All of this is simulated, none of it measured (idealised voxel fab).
Documented hereafter: the process module known as voxel self aligned vias.
Cross-section cut: width 170 nm, square cells of 5 nm.
Cross-section layout: square cells on a grid; listed as bands, top to bottom; a band spans one or more cell rows. This entry defines a band. It first specifies the height of the band's top and the height of its bottom in nm, and then specifies the band's materials from left to right, stating each material with its width in nm. The word "throughout" identifies a single material that fills the band from edge to edge, while the word "blank" identifies empty space. Heights are reckoned from 0. Under this level, the received wafer is all of one material. The bottommost band is open-ended downward, for example "from 0 down". The notation "30..40" denotes a width that varies across the rows of cells in the band, beginning at the first number in the top row, finishing at the second number in the bottom row, and changing by an identical amount from each row to the next. Key: "remained unchanged" - step with no changed cell in the cross-section. In the "Closed empty spaces" entry, you get each enclosed empty space of 8 cells or more, one with no open way to the top, written width x height at distance, distance from the left edge, in nm. The remark found on a step's line after its settings is issued by the simulator itself and pertains to that step. What "overlay nm" on a step's line means: if the step has a mask, that mask lay this far to the right of its planned place, or, when the value is negative, to the left. Each pair below shows a cross-section before one step and the cross-section after it, down to the lowest band that changed. The line under each pair gives the step between them, with its settings. The pairs can come from different runs of this module on the same starting wafer, so a pair continues from the pair above only where its "Prior to processing" says so.
Prior to processing
  from 80 to 65  50 resist, then 20 blank, then 25 resist, then 20 blank, then 55 resist
  from 65 to 55  50 aC, then 20 blank, then 25 aC, then 20 blank, then 55 aC
  from 55 to 25  SiO2 throughout
  from 25 to 10  SiCN throughout
  from 10 to 0  SiO2 throughout
  from 0 down  Si throughout
  Closed empty spaces: none
Resulting Structure
  from 65 to 55  50 aC, then 20 blank, then 25 aC, then 20 blank, then 55 aC
  Lower than 55, everything is as it was.
  Closed empty spaces: none
Applied between the two views above: STRIP (etch materials resist)
Prior to processing: check the pair just above; its after cross-section is our before state.
Resulting Structure
  from 65 to 55  50 aC, then 20 blank, then 25 aC, then 20 blank, then 55 aC
  from 55 to 25  50 SiO2, then 20 blank, then 25 SiO2, then 20 blank, then 55 SiO2
  Lower than 25, everything is as it was.
  Closed empty spaces: none
Applied between the two views above: DIRECTIONAL_ETCH (etch materials SiO2; depth nm 30)
Prior to processing: check the pair just above; its after cross-section is our before state.
Resulting Structure
  from 55 to 25  50 SiO2, then 20 blank, then 25 SiO2, then 20 blank, then 55 SiO2
  Lower than 25, everything is as it was.
  Closed empty spaces: none
Applied between the two views above: STRIP (etch materials aC)
Prior to processing: check the pair just above; its after cross-section is our before state.
Resulting Structure
  from 60 to 55  55 TiN, then 10 blank, then 35 TiN, then 10 blank, then 60 TiN
  from 55 to 30  50 SiO2, then 5 TiN, then 10 blank, then 5 TiN, then 25 SiO2, then 5 TiN, then 10 blank, then 5 TiN, then 55 SiO2
  from 30 to 25  50 SiO2, then 20 TiN, then 25 SiO2, then 20 TiN, then 55 SiO2
  Lower than 25, everything is as it was.
  Closed empty spaces: none
Applied between the two views above: CONFORMAL_DEP (material TiN; thk nm 5)
Prior to processing: check the pair just above; its after cross-section is our before state.
Resulting Structure
  from 70 to 60  W throughout
  from 60 to 55  55 TiN, then 10 W, then 35 TiN, then 10 W, then 60 TiN
  from 55 to 30  50 SiO2, then 5 TiN, then 10 W, then 5 TiN, then 25 SiO2, then 5 TiN, then 10 W, then 5 TiN, then 55 SiO2
  Lower than 30, everything is as it was.
  Closed empty spaces: none
Applied between the two views above: FILL_DEP (material W; thk nm 10)
Prior to processing: check the pair just above; its after cross-section is our before state.
Resulting Structure
  from 45 to 30  50 SiO2, then 5 TiN, then 10 W, then 5 TiN, then 25 SiO2, then 5 TiN, then 10 W, then 5 TiN, then 55 SiO2
  Lower than 30, everything is as it was.
  Closed empty spaces: none
Applied between the two views above: CMP (height nm 45)
Prior to processing: check the pair just above; its after cross-section is our before state.
Resulting Structure
  from 45 to 35  50 SiO2, then 20 blank, then 25 SiO2, then 20 blank, then 55 SiO2
  Lower than 35, everything is as it was.
  Closed empty spaces: none
Applied between the two views above: SELECTIVE_ETCH (etch materials W Ru TiN; depth nm 10)
Prior to processing: check the pair just above; its after cross-section is our before state.
Resulting Structure
  from 55 to 45  SiN throughout
  from 45 to 35  50 SiO2, then 20 SiN, then 25 SiO2, then 20 SiN, then 55 SiO2
  Lower than 35, everything is as it was.
  Closed empty spaces: none
Applied between the two views above: FILL_DEP (material SiN; thk nm 10)
Prior to processing: check the pair just above; its after cross-section is our before state.
Resulting Structure
  from 45 to 35  50 SiO2, then 20 SiN, then 25 SiO2, then 20 SiN, then 55 SiO2
  Lower than 35, everything is as it was.
  Closed empty spaces: none
Applied between the two views above: CMP (height nm 45)
Prior to processing: check the pair just above; its after cross-section is our before state.
Resulting Structure
  from 60 to 45  SiO2 throughout
  Lower than 45, everything is as it was.
  Closed empty spaces: none
Applied between the two views above: DIRECTIONAL_DEP (material SiO2; thk nm 15)
Prior to processing: check the pair just above; its after cross-section is our before state.
Resulting Structure
  from 75 to 60  45 resist, then 30 blank, then 15 resist, then 30 blank, then 50 resist
  Lower than 60, everything is as it was.
  Closed empty spaces: none
Applied between the two views above: PATTERN (tone open; mask id VIAS; material resist; width nm 30; pitch nm 45; thk nm 15; overlay nm 0)
Prior to processing: check the pair just above; its after cross-section is our before state.
Resulting Structure
  from 75 to 60  45 resist, then 30 blank, then 15 resist, then 30 blank, then 50 resist
  from 60 to 45  45 SiO2, then 30 blank, then 15 SiO2, then 30 blank, then 50 SiO2
  Lower than 45, everything is as it was.
  Closed empty spaces: none
Applied between the two views above: DIRECTIONAL_ETCH (etch materials SiO2; depth nm 15)
Prior to processing: check the pair just above; its after cross-section is our before state.
Resulting Structure
  from 75 to 60  45 resist, then 30 blank, then 15 resist, then 30 blank, then 50 resist
  from 60 to 45  45 SiO2, then 30 blank, then 15 SiO2, then 30 blank, then 50 SiO2
  from 45 to 35  50 SiO2, then 20 blank, then 25 SiO2, then 20 blank, then 55 SiO2
  Lower than 35, everything is as it was.
  Closed empty spaces: none
Applied between the two views above: DIRECTIONAL_ETCH (etch materials SiN; depth nm 10)
Prior to processing: check the pair just above; its after cross-section is our before state.
Resulting Structure
  from 60 to 45  45 SiO2, then 30 blank, then 15 SiO2, then 30 blank, then 50 SiO2
  Lower than 45, everything is as it was.
  Closed empty spaces: none
Applied between the two views above: STRIP (etch materials resist)
Prior to processing: check the pair just above; its after cross-section is our before state.
Resulting Structure
  from 65 to 60  50 TiN, then 20 blank, then 25 TiN, then 20 blank, then 55 TiN
  from 60 to 50  45 SiO2, then 5 TiN, then 20 blank, then 5 TiN, then 15 SiO2, then 5 TiN, then 20 blank, then 5 TiN, then 50 SiO2
  from 50 to 40  45..50 SiO2, then 10..5 TiN, then 10 blank, then 10..5 TiN, then 15..25 SiO2, then 10..5 TiN, then 10 blank, then 10..5 TiN, then 50..55 SiO2
  from 40 to 35  50 SiO2, then 20 TiN, then 25 SiO2, then 20 TiN, then 55 SiO2
  Lower than 35, everything is as it was.
  Closed empty spaces: none
Applied between the two views above: CONFORMAL_DEP (material TiN; thk nm 5)
Prior to processing: check the pair just above; its after cross-section is our before state.
Resulting Structure
  from 70 to 65  W throughout
  from 65 to 60  50 TiN, then 20 W, then 25 TiN, then 20 W, then 55 TiN
  from 60 to 50  45 SiO2, then 5 TiN, then 20 W, then 5 TiN, then 15 SiO2, then 5 TiN, then 20 W, then 5 TiN, then 50 SiO2
  from 50 to 40  45..50 SiO2, then 10..5 TiN, then 10 W, then 10..5 TiN, then 15..25 SiO2, then 10..5 TiN, then 10 W, then 10..5 TiN, then 50..55 SiO2
  Lower than 40, everything is as it was.
  Closed empty spaces: none
Applied between the two views above: FILL_DEP (material W; thk nm 5)
Prior to processing: check the pair just above; its after cross-section is our before state.
Resulting Structure
  from 60 to 50  45 SiO2, then 5 TiN, then 20 W, then 5 TiN, then 15 SiO2, then 5 TiN, then 20 W, then 5 TiN, then 50 SiO2
  Lower than 50, everything is as it was.
  Closed empty spaces: none
Applied between the two views above: CMP (height nm 60)
Prior to processing: check the pair just above; its after cross-section is our before state.
Resulting Structure
  from 65 to 60  SiCN throughout
  Lower than 60, everything is as it was.
  Closed empty spaces: none
Applied between the two views above: CONFORMAL_DEP (material SiCN; thk nm 5)
Prior to processing
  from 60 to 45  SiO2 throughout
  from 45 to 35  50 SiO2, then 20 SiN, then 25 SiO2, then 20 SiN, then 55 SiO2
  from 35 to 20  50 SiO2, then 5 TiN, then 10 W, then 5 TiN, then 25 SiO2, then 5 TiN, then 10 W, then 5 TiN, then 55 SiO2
  from 20 to 15  50 SiO2, then 20 TiN, then 25 SiO2, then 20 TiN, then 55 SiO2
  from 15 to 10  SiCN throughout
  from 10 to 0  SiO2 throughout
  from 0 down  Si throughout
  Closed empty spaces: none
Resulting Structure
  from 75 to 60  50 resist, then 20 blank, then 25 resist, then 20 blank, then 55 resist
  Lower than 60, everything is as it was.
  Closed empty spaces: none
Applied between the two views above: PATTERN (tone open; mask id VIAS; material resist; width nm 20; pitch nm 45; thk nm 15; overlay nm 0)
Prior to processing: check the pair just above; its after cross-section is our before state.
Resulting Structure
  from 75 to 60  50 resist, then 20 blank, then 25 resist, then 20 blank, then 55 resist
  from 60 to 45  50 SiO2, then 20 blank, then 25 SiO2, then 20 blank, then 55 SiO2
  Lower than 45, everything is as it was.
  Closed empty spaces: none
Applied between the two views above: DIRECTIONAL_ETCH (etch materials SiO2; depth nm 15)
Prior to processing: check the pair just above; its after cross-section is our before state.
Resulting Structure
  from 75 to 60  50 resist, then 20 blank, then 25 resist, then 20 blank, then 55 resist
  from 60 to 35  50 SiO2, then 20 blank, then 25 SiO2, then 20 blank, then 55 SiO2
  Lower than 35, everything is as it was.
  Closed empty spaces: none
Applied between the two views above: DIRECTIONAL_ETCH (etch materials SiN; depth nm 10)
Prior to processing: check the pair just above; its after cross-section is our before state.
Resulting Structure
  from 60 to 35  50 SiO2, then 20 blank, then 25 SiO2, then 20 blank, then 55 SiO2
  Lower than 35, everything is as it was.
  Closed empty spaces: none
Applied between the two views above: STRIP (etch materials resist)
Prior to processing: check the pair just above; its after cross-section is our before state.
Resulting Structure
  from 65 to 60  55 TiN, then 10 blank, then 35 TiN, then 10 blank, then 60 TiN
  from 60 to 40  50 SiO2, then 5 TiN, then 10 blank, then 5 TiN, then 25 SiO2, then 5 TiN, then 10 blank, then 5 TiN, then 55 SiO2
  from 40 to 35  50 SiO2, then 20 TiN, then 25 SiO2, then 20 TiN, then 55 SiO2
  Lower than 35, everything is as it was.
  Closed empty spaces: none
Applied between the two views above: CONFORMAL_DEP (material TiN; thk nm 5)
Prior to processing: check the pair just above; its after cross-section is our before state.
Resulting Structure
  from 70 to 65  W throughout
  from 65 to 60  55 TiN, then 10 W, then 35 TiN, then 10 W, then 60 TiN
  from 60 to 40  50 SiO2, then 5 TiN, then 10 W, then 5 TiN, then 25 SiO2, then 5 TiN, then 10 W, then 5 TiN, then 55 SiO2
  Lower than 40, everything is as it was.
  Closed empty spaces: none
Applied between the two views above: FILL_DEP (material W; thk nm 5)
Prior to processing: check the pair just above; its after cross-section is our before state.
Resulting Structure
  from 60 to 40  50 SiO2, then 5 TiN, then 10 W, then 5 TiN, then 25 SiO2, then 5 TiN, then 10 W, then 5 TiN, then 55 SiO2
  Lower than 40, everything is as it was.
  Closed empty spaces: none
Applied between the two views above: CMP (height nm 60)
Prior to processing: check the pair just above; its after cross-section is our before state.
Resulting Structure
  from 65 to 60  SiCN throughout
  Lower than 60, everything is as it was.
  Closed empty spaces: none
Applied between the two views above: CONFORMAL_DEP (material SiCN; thk nm 5)
Prior to processing
  from 55 to 45  aC throughout
  from 45 to 15  SiO2 throughout
  from 15 to 10  SiCN throughout
  from 10 to 0  SiO2 throughout
  from 0 down  Si throughout
  Closed empty spaces: none
Resulting Structure
  from 80 to 55  45 resist, then 20 blank, then 25 resist, then 20 blank, then 60 resist
  Lower than 55, everything is as it was.
  Closed empty spaces: none
Applied between the two views above: PATTERN (tone open; mask id LINES; material resist; width nm 20; pitch nm 45; thk nm 25; overlay nm -5)
Prior to processing: check the pair just above; its after cross-section is our before state.
Resulting Structure
  from 70 to 55  45 resist, then 20 blank, then 25 resist, then 20 blank, then 60 resist
  from 55 to 45  45 aC, then 20 blank, then 25 aC, then 20 blank, then 60 aC
  Lower than 45, everything is as it was.
  Closed empty spaces: none
Applied between the two views above: DIRECTIONAL_ETCH (etch materials aC; depth nm 10)
Prior to processing: check the pair just above; its after cross-section is our before state.
Resulting Structure
  from 55 to 45  45 aC, then 20 blank, then 25 aC, then 20 blank, then 60 aC
  Lower than 45, everything is as it was.
  Closed empty spaces: none
Applied between the two views above: STRIP (etch materials resist)
Prior to processing: check the pair just above; its after cross-section is our before state.
Resulting Structure
  from 55 to 45  45 aC, then 20 blank, then 25 aC, then 20 blank, then 60 aC
  from 45 to 15  45 SiO2, then 20 blank, then 25 SiO2, then 20 blank, then 60 SiO2
  Lower than 15, everything is as it was.
  Closed empty spaces: none
Applied between the two views above: DIRECTIONAL_ETCH (etch materials SiO2; depth nm 30)
Prior to processing: check the pair just above; its after cross-section is our before state.
Resulting Structure
  from 45 to 15  45 SiO2, then 20 blank, then 25 SiO2, then 20 blank, then 60 SiO2
  Lower than 15, everything is as it was.
  Closed empty spaces: none
Applied between the two views above: STRIP (etch materials aC)
Prior to processing: check the pair just above; its after cross-section is our before state.
Resulting Structure
  from 50 to 45  50 TiN, then 10 blank, then 35 TiN, then 10 blank, then 65 TiN
  from 45 to 20  45 SiO2, then 5 TiN, then 10 blank, then 5 TiN, then 25 SiO2, then 5 TiN, then 10 blank, then 5 TiN, then 60 SiO2
  from 20 to 15  45 SiO2, then 20 TiN, then 25 SiO2, then 20 TiN, then 60 SiO2
  Lower than 15, everything is as it was.
  Closed empty spaces: none
Applied between the two views above: CONFORMAL_DEP (material TiN; thk nm 5)
Prior to processing: check the pair just above; its after cross-section is our before state.
Resulting Structure
  from 60 to 50  W throughout
  from 50 to 45  50 TiN, then 10 W, then 35 TiN, then 10 W, then 65 TiN
  from 45 to 20  45 SiO2, then 5 TiN, then 10 W, then 5 TiN, then 25 SiO2, then 5 TiN, then 10 W, then 5 TiN, then 60 SiO2
  Lower than 20, everything is as it was.
  Closed empty spaces: none
Applied between the two views above: FILL_DEP (material W; thk nm 10)
Prior to processing: check the pair just above; its after cross-section is our before state.
Resulting Structure
  from 45 to 20  45 SiO2, then 5 TiN, then 10 W, then 5 TiN, then 25 SiO2, then 5 TiN, then 10 W, then 5 TiN, then 60 SiO2
  Lower than 20, everything is as it was.
  Closed empty spaces: none
Applied between the two views above: CMP (height nm 45)
Prior to processing: check the pair just above; its after cross-section is our before state.
Resulting Structure
  from 45 to 35  45 SiO2, then 20 blank, then 25 SiO2, then 20 blank, then 60 SiO2
  Lower than 35, everything is as it was.
  Closed empty spaces: none
Applied between the two views above: SELECTIVE_ETCH (etch materials W Ru TiN; depth nm 10)
Prior to processing: check the pair just above; its after cross-section is our before state.
Resulting Structure
  from 55 to 45  SiN throughout
  from 45 to 35  45 SiO2, then 20 SiN, then 25 SiO2, then 20 SiN, then 60 SiO2
  Lower than 35, everything is as it was.
  Closed empty spaces: none
Applied between the two views above: FILL_DEP (material SiN; thk nm 10)
Prior to processing: check the pair just above; its after cross-section is our before state.
Resulting Structure
  from 45 to 35  45 SiO2, then 20 SiN, then 25 SiO2, then 20 SiN, then 60 SiO2
  Lower than 35, everything is as it was.
  Closed empty spaces: none
Applied between the two views above: CMP (height nm 45)
Prior to processing: check the pair just above; its after cross-section is our before state.
Resulting Structure
  from 60 to 45  SiO2 throughout
  Lower than 45, everything is as it was.
  Closed empty spaces: none
Applied between the two views above: DIRECTIONAL_DEP (material SiO2; thk nm 15)
Prior to processing: check the pair just above; its after cross-section is our before state.
Resulting Structure
  from 75 to 60  45 resist, then 30 blank, then 15 resist, then 30 blank, then 50 resist
  Lower than 60, everything is as it was.
  Closed empty spaces: none
Applied between the two views above: PATTERN (tone open; mask id VIAS; material resist; width nm 30; pitch nm 45; thk nm 15; overlay nm 0)
Prior to processing: check the pair just above; its after cross-section is our before state.
Resulting Structure
  from 75 to 60  45 resist, then 30 blank, then 15 resist, then 30 blank, then 50 resist
  from 60 to 45  45 SiO2, then 30 blank, then 15 SiO2, then 30 blank, then 50 SiO2
  Lower than 45, everything is as it was.
  Closed empty spaces: none
Applied between the two views above: DIRECTIONAL_ETCH (etch materials SiO2; depth nm 15)
Prior to processing: check the pair just above; its after cross-section is our before state.
Resulting Structure
  from 75 to 60  45 resist, then 30 blank, then 15 resist, then 30 blank, then 50 resist
  from 60 to 45  45 SiO2, then 30 blank, then 15 SiO2, then 30 blank, then 50 SiO2
  from 45 to 35  45 SiO2, then 20 blank, then 25 SiO2, then 20 blank, then 60 SiO2
  Lower than 35, everything is as it was.
  Closed empty spaces: none
Applied between the two views above: DIRECTIONAL_ETCH (etch materials SiN; depth nm 10)
Prior to processing: check the pair just above; its after cross-section is our before state.
Resulting Structure
  from 60 to 45  45 SiO2, then 30 blank, then 15 SiO2, then 30 blank, then 50 SiO2
  Lower than 45, everything is as it was.
  Closed empty spaces: none
Applied between the two views above: STRIP (etch materials resist)
Prior to processing: check the pair just above; its after cross-section is our before state.
Resulting Structure
  from 65 to 60  50 TiN, then 20 blank, then 25 TiN, then 20 blank, then 55 TiN
  from 60 to 50  45 SiO2, then 5 TiN, then 20 blank, then 5 TiN, then 15 SiO2, then 5 TiN, then 20 blank, then 5 TiN, then 50 SiO2
  from 50 to 40  45 SiO2, then 5 TiN, then 10 blank, then 15..5 TiN, then 15..25 SiO2, then 5 TiN, then 10 blank, then 15..5 TiN, then 50..60 SiO2
  from 40 to 35  45 SiO2, then 20 TiN, then 25 SiO2, then 20 TiN, then 60 SiO2
  Lower than 35, everything is as it was.
  Closed empty spaces: none
Applied between the two views above: CONFORMAL_DEP (material TiN; thk nm 5)
Prior to processing: check the pair just above; its after cross-section is our before state.
Resulting Structure
  from 70 to 65  W throughout
  from 65 to 60  50 TiN, then 20 W, then 25 TiN, then 20 W, then 55 TiN
  from 60 to 50  45 SiO2, then 5 TiN, then 20 W, then 5 TiN, then 15 SiO2, then 5 TiN, then 20 W, then 5 TiN, then 50 SiO2
  from 50 to 40  45 SiO2, then 5 TiN, then 10 W, then 15..5 TiN, then 15..25 SiO2, then 5 TiN, then 10 W, then 15..5 TiN, then 50..60 SiO2
  Lower than 40, everything is as it was.
  Closed empty spaces: none
Applied between the two views above: FILL_DEP (material W; thk nm 5)
Prior to processing: check the pair just above; its after cross-section is our before state.
Resulting Structure
  from 60 to 50  45 SiO2, then 5 TiN, then 20 W, then 5 TiN, then 15 SiO2, then 5 TiN, then 20 W, then 5 TiN, then 50 SiO2
  Lower than 50, everything is as it was.
  Closed empty spaces: none
Applied between the two views above: CMP (height nm 60)
Prior to processing: check the pair just above; its after cross-section is our before state.
Resulting Structure
  from 65 to 60  SiCN throughout
  Lower than 60, everything is as it was.
  Closed empty spaces: none
Applied between the two views above: CONFORMAL_DEP (material SiCN; thk nm 5)
Prior to processing
  from 45 to 35  50 SiO2, then 20 blank, then 25 SiO2, then 20 blank, then 55 SiO2
  from 35 to 20  50 SiO2, then 5 TiN, then 10 W, then 5 TiN, then 25 SiO2, then 5 TiN, then 10 W, then 5 TiN, then 55 SiO2
  from 20 to 15  50 SiO2, then 20 TiN, then 25 SiO2, then 20 TiN, then 55 SiO2
  from 15 to 10  SiCN throughout
  from 10 to 0  SiO2 throughout
  from 0 down  Si throughout
  Closed empty spaces: none
Resulting Structure
  from 55 to 45  aC throughout
  from 45 to 35  50 SiO2, then 20 aC, then 25 SiO2, then 20 aC, then 55 SiO2
  Lower than 35, everything is as it was.
  Closed empty spaces: none
Applied between the two views above: FILL_DEP (material aC; thk nm 10)
Prior to processing: check the pair just above; its after cross-section is our before state.
Resulting Structure
  from 45 to 35  50 SiO2, then 20 aC, then 25 SiO2, then 20 aC, then 55 SiO2
  Lower than 35, everything is as it was.
  Closed empty spaces: none
Applied between the two views above: CMP (height nm 45)
Prior to processing: check the pair just above; its after cross-section is our before state.
Resulting Structure
  from 60 to 45  SiO2 throughout
  Lower than 45, everything is as it was.
  Closed empty spaces: none
Applied between the two views above: DIRECTIONAL_DEP (material SiO2; thk nm 15)
Prior to processing: check the pair just above; its after cross-section is our before state.
Resulting Structure
  from 75 to 60  45 resist, then 30 blank, then 15 resist, then 30 blank, then 50 resist
  Lower than 60, everything is as it was.
  Closed empty spaces: none
Applied between the two views above: PATTERN (tone open; mask id VIAS; material resist; width nm 30; pitch nm 45; thk nm 15; overlay nm 0)
Prior to processing: check the pair just above; its after cross-section is our before state.
Resulting Structure
  from 75 to 60  45 resist, then 30 blank, then 15 resist, then 30 blank, then 50 resist
  from 60 to 45  45 SiO2, then 30 blank, then 15 SiO2, then 30 blank, then 50 SiO2
  Lower than 45, everything is as it was.
  Closed empty spaces: none
Applied between the two views above: DIRECTIONAL_ETCH (etch materials SiO2; depth nm 15)
Prior to processing: check the pair just above; its after cross-section is our before state.
Resulting Structure
  from 60 to 45  45 SiO2, then 30 blank, then 15 SiO2, then 30 blank, then 50 SiO2
  Lower than 45, everything is as it was.
  Closed empty spaces: none
Applied between the two views above: STRIP (etch materials resist)
Prior to processing: check the pair just above; its after cross-section is our before state.
Resulting Structure
  from 65 to 60  50 TiN, then 20 blank, then 25 TiN, then 20 blank, then 55 TiN
  from 60 to 50  45 SiO2, then 5 TiN, then 20 blank, then 5 TiN, then 15 SiO2, then 5 TiN, then 20 blank, then 5 TiN, then 50 SiO2
  from 50 to 45  45 SiO2, then 30 TiN, then 15 SiO2, then 30 TiN, then 50 SiO2
  Lower than 45, everything is as it was.
  Closed empty spaces: none
Applied between the two views above: CONFORMAL_DEP (material TiN; thk nm 5)
Prior to processing: check the pair just above; its after cross-section is our before state.
Resulting Structure
  from 70 to 65  W throughout
  from 65 to 60  50 TiN, then 20 W, then 25 TiN, then 20 W, then 55 TiN
  from 60 to 50  45 SiO2, then 5 TiN, then 20 W, then 5 TiN, then 15 SiO2, then 5 TiN, then 20 W, then 5 TiN, then 50 SiO2
  Lower than 50, everything is as it was.
  Closed empty spaces: none
Applied between the two views above: FILL_DEP (material W; thk nm 5)
Prior to processing: check the pair just above; its after cross-section is our before state.
Resulting Structure
  from 60 to 50  45 SiO2, then 5 TiN, then 20 W, then 5 TiN, then 15 SiO2, then 5 TiN, then 20 W, then 5 TiN, then 50 SiO2
  Lower than 50, everything is as it was.
  Closed empty spaces: none
Applied between the two views above: CMP (height nm 60)
Prior to processing: check the pair just above; its after cross-section is our before state.
Resulting Structure
  from 65 to 60  SiCN throughout
  Lower than 60, everything is as it was.
  Closed empty spaces: none
Applied between the two views above: CONFORMAL_DEP (material SiCN; thk nm 5)
Prior to processing
  from 55 to 45  aC throughout
  from 45 to 15  SiO2 throughout
  from 15 to 10  SiCN throughout
  from 10 to 0  SiO2 throughout
  from 0 down  Si throughout
  Closed empty spaces: none
Resulting Structure
  from 80 to 55  50 blank, then 20 resist, then 25 blank, then 20 resist, then 55 blank
  Lower than 55, everything is as it was.
  Closed empty spaces: none
Applied between the two views above: PATTERN (tone cover; mask id LINES; material resist; width nm 20; pitch nm 45; thk nm 25; overlay nm 0)
Prior to processing: check the pair just above; its after cross-section is our before state.
Resulting Structure
  from 70 to 55  50 blank, then 20 resist, then 25 blank, then 20 resist, then 55 blank
  from 55 to 45  50 blank, then 20 aC, then 25 blank, then 20 aC, then 55 blank
  Lower than 45, everything is as it was.
  Closed empty spaces: none
Applied between the two views above: DIRECTIONAL_ETCH (etch materials aC; depth nm 10)
Prior to processing: check the pair just above; its after cross-section is our before state.
Resulting Structure
  from 55 to 45  50 blank, then 20 aC, then 25 blank, then 20 aC, then 55 blank
  Lower than 45, everything is as it was.
  Closed empty spaces: none
Applied between the two views above: STRIP (etch materials resist)
Prior to processing: check the pair just above; its after cross-section is our before state.
Resulting Structure
  from 55 to 45  50 blank, then 20 aC, then 25 blank, then 20 aC, then 55 blank
  from 45 to 15  50 blank, then 20 SiO2, then 25 blank, then 20 SiO2, then 55 blank
  Lower than 15, everything is as it was.
  Closed empty spaces: none
Applied between the two views above: DIRECTIONAL_ETCH (etch materials SiO2; depth nm 30)
Prior to processing: check the pair just above; its after cross-section is our before state.
Resulting Structure
  from 45 to 15  50 blank, then 20 SiO2, then 25 blank, then 20 SiO2, then 55 blank
  Lower than 15, everything is as it was.
  Closed empty spaces: none
Applied between the two views above: STRIP (etch materials aC)
Prior to processing: check the pair just above; its after cross-section is our before state.
Resulting Structure
  from 50 to 45  45 blank, then 30 TiN, then 15 blank, then 30 TiN, then 50 blank
  from 45 to 20  45 blank, then 5 TiN, then 20 SiO2, then 5 TiN, then 15 blank, then 5 TiN, then 20 SiO2, then 5 TiN, then 50 blank
  from 20 to 15  50 TiN, then 20 SiO2, then 25 TiN, then 20 SiO2, then 55 TiN
  Lower than 15, everything is as it was.
  Closed empty spaces: none
Applied between the two views above: CONFORMAL_DEP (material TiN; thk nm 5)
Prior to processing: check the pair just above; its after cross-section is our before state.
Resulting Structure
  from 60 to 50  W throughout
  from 50 to 45  45 W, then 30 TiN, then 15 W, then 30 TiN, then 50 W
  from 45 to 20  45 W, then 5 TiN, then 20 SiO2, then 5 TiN, then 15 W, then 5 TiN, then 20 SiO2, then 5 TiN, then 50 W
  Lower than 20, everything is as it was.
  Closed empty spaces: none
Applied between the two views above: FILL_DEP (material W; thk nm 10)
Prior to processing: check the pair just above; its after cross-section is our before state.
Resulting Structure
  from 45 to 20  45 W, then 5 TiN, then 20 SiO2, then 5 TiN, then 15 W, then 5 TiN, then 20 SiO2, then 5 TiN, then 50 W
  Lower than 20, everything is as it was.
  Closed empty spaces: none
Applied between the two views above: CMP (height nm 45)
Prior to processing: check the pair just above; its after cross-section is our before state.
Resulting Structure
  from 45 to 35  50 blank, then 20 SiO2, then 25 blank, then 20 SiO2, then 55 blank
  Lower than 35, everything is as it was.
  Closed empty spaces: none
Applied between the two views above: SELECTIVE_ETCH (etch materials W Ru TiN; depth nm 10)
Prior to processing: check the pair just above; its after cross-section is our before state.
Resulting Structure
  from 55 to 45  SiN throughout
  from 45 to 35  50 SiN, then 20 SiO2, then 25 SiN, then 20 SiO2, then 55 SiN
  Lower than 35, everything is as it was.
  Closed empty spaces: none
Applied between the two views above: FILL_DEP (material SiN; thk nm 10)
Prior to processing: check the pair just above; its after cross-section is our before state.
Resulting Structure
  from 45 to 35  50 SiN, then 20 SiO2, then 25 SiN, then 20 SiO2, then 55 SiN
  Lower than 35, everything is as it was.
  Closed empty spaces: none
Applied between the two views above: CMP (height nm 45)
Prior to processing: check the pair just above; its after cross-section is our before state.
Resulting Structure
  from 60 to 45  SiO2 throughout
  Lower than 45, everything is as it was.
  Closed empty spaces: none
Applied between the two views above: DIRECTIONAL_DEP (material SiO2; thk nm 15)
Prior to processing: check the pair just above; its after cross-section is our before state.
Resulting Structure
  from 75 to 60  45 resist, then 30 blank, then 15 resist, then 30 blank, then 50 resist
  Lower than 60, everything is as it was.
  Closed empty spaces: none
Applied between the two views above: PATTERN (tone open; mask id VIAS; material resist; width nm 30; pitch nm 45; thk nm 15; overlay nm 0)
Prior to processing: check the pair just above; its after cross-section is our before state.
Resulting Structure
  from 75 to 60  45 resist, then 30 blank, then 15 resist, then 30 blank, then 50 resist
  from 60 to 45  45 SiO2, then 30 blank, then 15 SiO2, then 30 blank, then 50 SiO2
  Lower than 45, everything is as it was.
  Closed empty spaces: none
Applied between the two views above: DIRECTIONAL_ETCH (etch materials SiO2; depth nm 15)
Prior to processing: check the pair just above; its after cross-section is our before state.
Resulting Structure
  from 75 to 60  45 resist, then 30 blank, then 15 resist, then 30 blank, then 50 resist
  from 60 to 45  45 SiO2, then 30 blank, then 15 SiO2, then 30 blank, then 50 SiO2
  from 45 to 35  45 SiN, then 5 blank, then 20 SiO2, then 5 blank, then 15 SiN, then 5 blank, then 20 SiO2, then 5 blank, then 50 SiN
  Lower than 35, everything is as it was.
  Closed empty spaces: none
Applied between the two views above: DIRECTIONAL_ETCH (etch materials SiN; depth nm 10)
Prior to processing: check the pair just above; its after cross-section is our before state.
Resulting Structure
  from 60 to 45  45 SiO2, then 30 blank, then 15 SiO2, then 30 blank, then 50 SiO2
  Lower than 45, everything is as it was.
  Closed empty spaces: none
Applied between the two views above: STRIP (etch materials resist)
Prior to processing: check the pair just above; its after cross-section is our before state.
Resulting Structure
  from 65 to 60  50 TiN, then 20 blank, then 25 TiN, then 20 blank, then 55 TiN
  from 60 to 50  45 SiO2, then 5 TiN, then 20 blank, then 5 TiN, then 15 SiO2, then 5 TiN, then 20 blank, then 5 TiN, then 50 SiO2
  from 50 to 45  45 SiO2, then 30 TiN, then 15 SiO2, then 30 TiN, then 50 SiO2
  from 45 to 35  45 SiN, then 5 TiN, then 20 SiO2, then 5 TiN, then 15 SiN, then 5 TiN, then 20 SiO2, then 5 TiN, then 50 SiN
  Lower than 35, everything is as it was.
  Closed empty spaces: none
Applied between the two views above: CONFORMAL_DEP (material TiN; thk nm 5)
Prior to processing: check the pair just above; its after cross-section is our before state.
Resulting Structure
  from 70 to 65  W throughout
  from 65 to 60  50 TiN, then 20 W, then 25 TiN, then 20 W, then 55 TiN
  from 60 to 50  45 SiO2, then 5 TiN, then 20 W, then 5 TiN, then 15 SiO2, then 5 TiN, then 20 W, then 5 TiN, then 50 SiO2
  Lower than 50, everything is as it was.
  Closed empty spaces: none
Applied between the two views above: FILL_DEP (material W; thk nm 5)
Prior to processing: check the pair just above; its after cross-section is our before state.
Resulting Structure
  from 60 to 50  45 SiO2, then 5 TiN, then 20 W, then 5 TiN, then 15 SiO2, then 5 TiN, then 20 W, then 5 TiN, then 50 SiO2
  Lower than 50, everything is as it was.
  Closed empty spaces: none
Applied between the two views above: CMP (height nm 60)
Prior to processing: check the pair just above; its after cross-section is our before state.
Resulting Structure
  from 65 to 60  SiCN throughout
  Lower than 60, everything is as it was.
  Closed empty spaces: none
Applied between the two views above: CONFORMAL_DEP (material SiCN; thk nm 5)
